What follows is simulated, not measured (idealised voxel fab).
Process module, titled voxel gate over fins
The figure presents cross-section cut, which has a width of 145 nm and is divided into square cells with an edge length of 5 nm.
When this document writes out a cross-section, it uses a grid of square cells and lists it as bands, beginning at the top and moving down, with a band standing for one or more rows of cells. In this notation a band is specified by the heights of its top and bottom, in that order and in nm, after which its materials appear from left to right, each paired with its width in nm. The word "full width" attached to a single material means that material fills the band from edge to edge; the word "air" stands for empty space. Measure heights from 0. That's the level where, below it, the as-received wafer is all one material. The lowest band is bottomless and extends downward; write it as in "0 -> down". Quick explanation for "30 to 40": the width changes in equal steps down the rows of cells, from the first number in the band's top row to the second number in its bottom row. It should be understood that the words "same as before", when stated for a given step, signify that the cross-section underwent no change in any of its cells during that step. The entry titled "Enclosed internal cavities" provides the empty spaces that have no open way to the top, restricted to those of 8 cells or more. Each is presented as width x height at distance, the distance being measured from the left edge, with all three in nm. On a step's line, text after the settings is the simulator commenting on that step. overlay nm: for a step with a mask, the amount by which the mask lay right of where it was planned; a negative amount means left of it.
**List of planned process steps**
1: RECEIVE with material Si
2: CONFORMAL_DEP with material SiN, thk nm 5
3: PATTERN with tone cover, mask id FINS, material resist, width nm 15, pitch nm 35, thk nm 20, overlay nm 0
4: DIRECTIONAL_ETCH with etch materials SiN, depth nm 5
5: DIRECTIONAL_ETCH with etch materials Si, depth nm 30
6: STRIP with etch materials resist
7: OXIDIZE with depth nm 5
8: FILL_DEP with material SiO2, thk nm 15
9: CMP with height nm 5
10: SELECTIVE_ETCH with etch materials SiO2, depth nm 15
11: STRIP with etch materials SiN
12: CONFORMAL_DEP with material HfO2, thk nm 5
13: CONFORMAL_DEP with material TiN, thk nm 5
14: FILL_DEP with material W, thk nm 15
15: CMP with height nm 20
16: CONFORMAL_DEP with material SiN, thk nm 5
**Shown in cross-section is the wafer as received, that is, as it stands after step 1**
* 0 -> down: Si full width
* Enclosed internal cavities: none
**Cross-sectional view of the first of the two wafers upon completion of the module, processed in accordance with the plan**
* 25 -> 20: SiN full width
* 20 -> 10: W full width
* 10 -> 5: 25 W / 25 TiN / 10 W / 25 TiN / 10 W / 25 TiN / 25 W
* 5 -> 0: 25 W / 5 TiN / 15 HfO2 / 5 TiN / 10 W / 5 TiN / 15 HfO2 / 5 TiN / 10 W / 5 TiN / 15 HfO2 / 5 TiN / 25 W
* 0 -> -5: 30 TiN / 5 HfO2 / 5 Si / 5 HfO2 / 20 TiN / 5 HfO2 / 5 Si / 5 HfO2 / 20 TiN / 5 HfO2 / 5 Si / 5 HfO2 / 30 TiN
* -5 -> -10: 35 HfO2 / 5 Si / 30 HfO2 / 5 Si / 30 HfO2 / 5 Si / 35 HfO2
* -10 -> -35: 35 SiO2 / 5 Si / 30 SiO2 / 5 Si / 30 SiO2 / 5 Si / 35 SiO2
* -35 -> down: Si full width
* Enclosed internal cavities: none
**Cross-section at end of module for the second wafer of two, which matched the first in starting point and plan and differed by one mistake in its processing**
* 25 -> 20: SiN full width
* 20 -> 5: W full width
* 5 -> 0: 30 W / 15 TiN / 20 W / 15 TiN / 20 W / 15 TiN / 30 W
* 0 -> -5: 30 W / 5 TiN / 5 Si / 5 TiN / 20 W / 5 TiN / 5 Si / 5 TiN / 20 W / 5 TiN / 5 Si / 5 TiN / 30 W
* -5 -> -10: 35 TiN / 5 Si / 30 TiN / 5 Si / 30 TiN / 5 Si / 35 TiN
* -10 -> -35: 35 SiO2 / 5 Si / 30 SiO2 / 5 Si / 30 SiO2 / 5 Si / 35 SiO2
* -35 -> down: Si full width
* Enclosed internal cavities: none
Nonconformance to the process plan: plan step 12 never ran because it was skipped
End check, counted in cells, second wafer has more or fewer of these materials than the first: HfO2 -41; W +41
